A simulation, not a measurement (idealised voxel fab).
Process module in this document: voxel wiring stack
Square cells of 5 nm make up the cross-section cut, whose width is 245 nm.
Each cross-section below is a grid of square cells, stated as bands in top-down order, with one or more rows of cells making up each band.
Each band's line starts with the height of the band's top and of its bottom, in nm. Then come its materials from left to right, each with its width in nm. One material with "full width" fills the band from edge to edge. "empty" is empty space.
Heights are measured from 0, the level below which the as-received wafer is all one material; the lowest band has no bottom and continues downward, written as in "0 and below".
A two-number width, for instance "30..40", indicates that the width is equal to the first number in the top row of the band and to the second number in the bottom row, and that it changes by a constant amount per row of cells.
You'll sometimes find "no alterations made" written for a step, and that's the way of saying that nowhere in the cross-section did a cell change during that step.
Entry "Fully sealed voids". Content: empty spaces with no open connection to the top, size 8 cells or greater. Each: width x height at distance. Distance: from left edge. Unit: nm.
Heads up: the bit after the settings on a step's line is the simulator's remark on that step.
"overlay nm" on a masked step: distance the mask lay right of its planned place, negative for left.

LISTED BELOW ARE THE PROCESS STEPS AS PLANNED
| 1 | RECEIVE | material Si |
| 2 | CONFORMAL_DEP | material SiO2 | thk nm 15 |
| 3 | CONFORMAL_DEP | material SiN | thk nm 5 |
| 4 | DIRECTIONAL_DEP | material SiO2 | thk nm 20 |
| 5 | DIRECTIONAL_DEP | material aC | thk nm 15 |
| 6 | PATTERN | tone open | mask id METAL_1 | material resist | width nm 20 | pitch nm 45 | thk nm 30 | overlay nm 0 |
| 7 | DIRECTIONAL_ETCH | etch materials aC | depth nm 15 |
| 8 | STRIP | etch materials resist |
| 9 | DIRECTIONAL_ETCH | etch materials SiO2 | depth nm 20 |
| 10 | DIRECTIONAL_ETCH | etch materials SiN | depth nm 5 |
| 11 | STRIP | etch materials aC |
| 12 | CONFORMAL_DEP | material TiN | thk nm 5 |
| 13 | FILL_DEP | material W | thk nm 10 |
| 14 | CMP | height nm 40 |
| 15 | EPI | material Ru | thk nm 5 |
| 16 | FILL_DEP | material SiCN | thk nm 5 |
| 17 | DIRECTIONAL_DEP | material lowk | thk nm 30 |
| 18 | PATTERN | tone open | mask id METAL_2 | material resist | width nm 20 | pitch nm 45 | thk nm 15 | overlay nm 0 |
| 19 | DIRECTIONAL_ETCH | etch materials lowk | depth nm 15 |
| 20 | STRIP | etch materials resist |
| 21 | DIRECTIONAL_DEP | material aC | thk nm 10 |
| 22 | PATTERN | tone open | mask id METAL_2_HOLES | material resist | width nm 15 | pitch nm 45 | thk nm 30 | overlay nm 0 |
| 23 | DIRECTIONAL_ETCH | etch materials aC | depth nm 10 |
| 24 | STRIP | etch materials resist |
| 25 | DIRECTIONAL_ETCH | etch materials lowk | depth nm 15 |
| 26 | DIRECTIONAL_ETCH | etch materials SiCN | depth nm 5 |
| 27 | STRIP | etch materials aC |
| 28 | CONFORMAL_DEP | material TiN | thk nm 5 |
| 29 | FILL_DEP | material Ru | thk nm 5 |
| 30 | CMP | height nm 80 |
| 31 | CONFORMAL_DEP | material SiCN | thk nm 5 |
| 32 | DIRECTIONAL_DEP | material lowk | thk nm 30 |
| 33 | MASKED_ETCH | tone open | mask id METAL_3_HOLES | width nm 15 | pitch nm 45 | etch materials lowk | depth nm 30 | overlay nm 0 |
| 34 | MASKED_ETCH | tone open | mask id METAL_3 | width nm 20 | pitch nm 45 | etch materials lowk | depth nm 15 | overlay nm 0 |
| 35 | MASKED_ETCH | tone open | mask id METAL_3 | width nm 20 | pitch nm 45 | etch materials SiCN | depth nm 5 | overlay nm 0 |
| 36 | CONFORMAL_DEP | material TiN | thk nm 5 |
| 37 | FILL_DEP | material Ru | thk nm 10 |
| 38 | CMP | height nm 115 |
| 39 | CONFORMAL_DEP | material SiCN | thk nm 5 |
| 40 | DIRECTIONAL_DEP | material SiO2 | thk nm 35 |
| 41 | DIRECTIONAL_DEP | material aC | thk nm 10 |
| 42 | PATTERN | tone open | mask id METAL_4 | material resist | width nm 20 | pitch nm 45 | thk nm 25 | overlay nm 0 |
| 43 | DIRECTIONAL_ETCH | etch materials aC | depth nm 10 |
| 44 | STRIP | etch materials resist |
| 45 | DIRECTIONAL_ETCH | etch materials SiO2 | depth nm 20 |
| 46 | STRIP | etch materials aC |
| 47 | MASKED_ETCH | tone open | mask id METAL_4_HOLES | width nm 15 | pitch nm 45 | etch materials SiO2 | depth nm 15 | overlay nm 0 |
| 48 | MASKED_ETCH | tone open | mask id METAL_4_HOLES | width nm 15 | pitch nm 45 | etch materials SiCN | depth nm 5 | overlay nm 0 |
| 49 | CONFORMAL_DEP | material TiN | thk nm 5 |
| 50 | FILL_DEP | material Cu | thk nm 5 |
| 51 | CMP | height nm 155 |
| 52 | CONFORMAL_DEP | material SiN | thk nm 5 |

DELIVERED WAFER IN CROSS-SECTION: STATE AFTER STEP 1
0 and below  Si full width
Fully sealed voids: none

END-OF-MODULE XS, FIRST OF TWO WAFERS, RUN AS PLANNED
160 down to 155  SiN full width
155 down to 140  SiO2 45 nm; TiN 5 nm; Cu 10 nm; TiN 5 nm; SiO2 25 nm; TiN 5 nm; Cu 10 nm; TiN 5 nm; SiO2 25 nm; TiN 5 nm; Cu 10 nm; TiN 5 nm; SiO2 25 nm; TiN 5 nm; Cu 10 nm; TiN 5 nm; SiO2 45 nm
140 down to 135  SiO2 45 nm; TiN 5 nm; Cu 5 nm; TiN 10 nm; SiO2 25 nm; TiN 5 nm; Cu 5 nm; TiN 10 nm; SiO2 25 nm; TiN 5 nm; Cu 5 nm; TiN 10 nm; SiO2 25 nm; TiN 5 nm; Cu 5 nm; TiN 10 nm; SiO2 45 nm
135 down to 120  SiO2 45 nm; TiN 5 nm; Cu 5 nm; TiN 5 nm; SiO2 30 nm; TiN 5 nm; Cu 5 nm; TiN 5 nm; SiO2 30 nm; TiN 5 nm; Cu 5 nm; TiN 5 nm; SiO2 30 nm; TiN 5 nm; Cu 5 nm; TiN 5 nm; SiO2 50 nm
120 down to 115  SiCN 45 nm; TiN 15 nm; SiCN 30 nm; TiN 15 nm; SiCN 30 nm; TiN 15 nm; SiCN 30 nm; TiN 15 nm; SiCN 50 nm
115 down to 105  lowk 45 nm; TiN 5 nm; Ru 10 nm; TiN 5 nm; lowk 25 nm; TiN 5 nm; Ru 10 nm; TiN 5 nm; lowk 25 nm; TiN 5 nm; Ru 10 nm; TiN 5 nm; lowk 25 nm; TiN 5 nm; Ru 10 nm; TiN 5 nm; lowk 45 nm
105 down to 100  lowk 45 nm; TiN 5 nm; Ru 5 nm; TiN 10 nm; lowk 25 nm; TiN 5 nm; Ru 5 nm; TiN 10 nm; lowk 25 nm; TiN 5 nm; Ru 5 nm; TiN 10 nm; lowk 25 nm; TiN 5 nm; Ru 5 nm; TiN 10 nm; lowk 45 nm
100 down to 85  lowk 45 nm; TiN 5 nm; Ru 5 nm; TiN 5 nm; lowk 30 nm; TiN 5 nm; Ru 5 nm; TiN 5 nm; lowk 30 nm; TiN 5 nm; Ru 5 nm; TiN 5 nm; lowk 30 nm; TiN 5 nm; Ru 5 nm; TiN 5 nm; lowk 50 nm
85 down to 80  SiCN 45 nm; TiN 15 nm; SiCN 30 nm; TiN 15 nm; SiCN 30 nm; TiN 15 nm; SiCN 30 nm; TiN 15 nm; SiCN 50 nm
80 down to 70  lowk 45 nm; TiN 5 nm; Ru 10 nm; TiN 5 nm; lowk 25 nm; TiN 5 nm; Ru 10 nm; TiN 5 nm; lowk 25 nm; TiN 5 nm; Ru 10 nm; TiN 5 nm; lowk 25 nm; TiN 5 nm; Ru 10 nm; TiN 5 nm; lowk 45 nm
70 down to 65  lowk 45 nm; TiN 5 nm; Ru 5 nm; TiN 10 nm; lowk 25 nm; TiN 5 nm; Ru 5 nm; TiN 10 nm; lowk 25 nm; TiN 5 nm; Ru 5 nm; TiN 10 nm; lowk 25 nm; TiN 5 nm; Ru 5 nm; TiN 10 nm; lowk 45 nm
65 down to 50  lowk 45 nm; TiN 5 nm; Ru 5 nm; TiN 5 nm; lowk 30 nm; TiN 5 nm; Ru 5 nm; TiN 5 nm; lowk 30 nm; TiN 5 nm; Ru 5 nm; TiN 5 nm; lowk 30 nm; TiN 5 nm; Ru 5 nm; TiN 5 nm; lowk 50 nm
50 down to 45  SiCN 45 nm; TiN 15 nm; SiCN 30 nm; TiN 15 nm; SiCN 30 nm; TiN 15 nm; SiCN 30 nm; TiN 15 nm; SiCN 50 nm
45 down to 40  SiCN 40 nm; Ru 30 nm; SiCN 15 nm; Ru 30 nm; SiCN 15 nm; Ru 30 nm; SiCN 15 nm; Ru 30 nm; SiCN 40 nm
40 down to 20  SiO2 45 nm; TiN 5 nm; W 10 nm; TiN 5 nm; SiO2 25 nm; TiN 5 nm; W 10 nm; TiN 5 nm; SiO2 25 nm; TiN 5 nm; W 10 nm; TiN 5 nm; SiO2 25 nm; TiN 5 nm; W 10 nm; TiN 5 nm; SiO2 45 nm
20 down to 15  SiN 45 nm; TiN 20 nm; SiN 25 nm; TiN 20 nm; SiN 25 nm; TiN 20 nm; SiN 25 nm; TiN 20 nm; SiN 45 nm
15 down to 0  SiO2 full width
0 and below  Si full width
Fully sealed voids: none

THIS CROSS-SECTION BELONGS TO THE SECOND WAFER OF TWO AT THE END OF THE MODULE; THE START AND THE PLAN WERE SHARED WITH THE FIRST, AND THE RUN INCLUDED ONE MISTAKE
160 down to 155  SiN full width
155 down to 140  SiO2 45 nm; TiN 5 nm; Cu 10 nm; TiN 5 nm; SiO2 25 nm; TiN 5 nm; Cu 10 nm; TiN 5 nm; SiO2 25 nm; TiN 5 nm; Cu 10 nm; TiN 5 nm; SiO2 25 nm; TiN 5 nm; Cu 10 nm; TiN 5 nm; SiO2 45 nm
140 down to 135  SiO2 45 nm; TiN 5 nm; Cu 5 nm; TiN 10 nm; SiO2 25 nm; TiN 5 nm; Cu 5 nm; TiN 10 nm; SiO2 25 nm; TiN 5 nm; Cu 5 nm; TiN 10 nm; SiO2 25 nm; TiN 5 nm; Cu 5 nm; TiN 10 nm; SiO2 45 nm
135 down to 120  SiO2 45 nm; TiN 5 nm; Cu 5 nm; TiN 5 nm; SiO2 30 nm; TiN 5 nm; Cu 5 nm; TiN 5 nm; SiO2 30 nm; TiN 5 nm; Cu 5 nm; TiN 5 nm; SiO2 30 nm; TiN 5 nm; Cu 5 nm; TiN 5 nm; SiO2 50 nm
120 down to 115  SiCN 45 nm; TiN 15 nm; SiCN 30 nm; TiN 15 nm; SiCN 30 nm; TiN 15 nm; SiCN 30 nm; TiN 15 nm; SiCN 50 nm
115 down to 105  lowk 45 nm; TiN 5 nm; Ru 10 nm; TiN 5 nm; lowk 25 nm; TiN 5 nm; Ru 10 nm; TiN 5 nm; lowk 25 nm; TiN 5 nm; Ru 10 nm; TiN 5 nm; lowk 25 nm; TiN 5 nm; Ru 10 nm; TiN 5 nm; lowk 45 nm
105 down to 100  lowk 45 nm; TiN 5 nm; Ru 5 nm; TiN 10 nm; lowk 25 nm; TiN 5 nm; Ru 5 nm; TiN 10 nm; lowk 25 nm; TiN 5 nm; Ru 5 nm; TiN 10 nm; lowk 25 nm; TiN 5 nm; Ru 5 nm; TiN 10 nm; lowk 45 nm
100 down to 85  lowk 45 nm; TiN 5 nm; Ru 5 nm; TiN 5 nm; lowk 30 nm; TiN 5 nm; Ru 5 nm; TiN 5 nm; lowk 30 nm; TiN 5 nm; Ru 5 nm; TiN 5 nm; lowk 30 nm; TiN 5 nm; Ru 5 nm; TiN 5 nm; lowk 50 nm
85 down to 80  SiCN 45 nm; TiN 15 nm; SiCN 30 nm; TiN 15 nm; SiCN 30 nm; TiN 15 nm; SiCN 30 nm; TiN 15 nm; SiCN 50 nm
80 down to 70  lowk 45 nm; TiN 5 nm; Ru 10 nm; TiN 5 nm; lowk 25 nm; TiN 5 nm; Ru 10 nm; TiN 5 nm; lowk 25 nm; TiN 5 nm; Ru 10 nm; TiN 5 nm; lowk 25 nm; TiN 5 nm; Ru 10 nm; TiN 5 nm; lowk 45 nm
70 down to 65  lowk 45 nm; TiN 5 nm; Ru 5 nm; TiN 10 nm; lowk 25 nm; TiN 5 nm; Ru 5 nm; TiN 10 nm; lowk 25 nm; TiN 5 nm; Ru 5 nm; TiN 10 nm; lowk 25 nm; TiN 5 nm; Ru 5 nm; TiN 10 nm; lowk 45 nm
65 down to 50  lowk 45 nm; TiN 5 nm; Ru 5 nm; TiN 5 nm; lowk 30 nm; TiN 5 nm; Ru 5 nm; TiN 5 nm; lowk 30 nm; TiN 5 nm; Ru 5 nm; TiN 5 nm; lowk 30 nm; TiN 5 nm; Ru 5 nm; TiN 5 nm; lowk 50 nm
50 down to 45  SiCN 45 nm; TiN 15 nm; SiCN 30 nm; TiN 15 nm; SiCN 30 nm; TiN 15 nm; SiCN 30 nm; TiN 15 nm; SiCN 50 nm
45 down to 40  SiCN 40 nm; Ru 30 nm; SiCN 15 nm; Ru 30 nm; SiCN 15 nm; Ru 30 nm; SiCN 15 nm; Ru 30 nm; SiCN 40 nm
40 down to 20  SiO2 45 nm; TiN 5 nm; W 10 nm; TiN 5 nm; SiO2 25 nm; TiN 5 nm; W 10 nm; TiN 5 nm; SiO2 25 nm; TiN 5 nm; W 10 nm; TiN 5 nm; SiO2 25 nm; TiN 5 nm; W 10 nm; TiN 5 nm; SiO2 45 nm
20 down to 15  SiN 45 nm; TiN 20 nm; SiN 25 nm; TiN 20 nm; SiN 25 nm; TiN 20 nm; SiN 25 nm; TiN 20 nm; SiN 45 nm
15 down to 0  Cu full width
0 and below  Si full width
Fully sealed voids: none
what went wrong: step 2, actual vs plan mismatch, actual run CONFORMAL_DEP | material Cu | thk nm 15
End of process, cell counts, second wafer against first, materials with more or fewer: +147 Cu, -147 SiO2
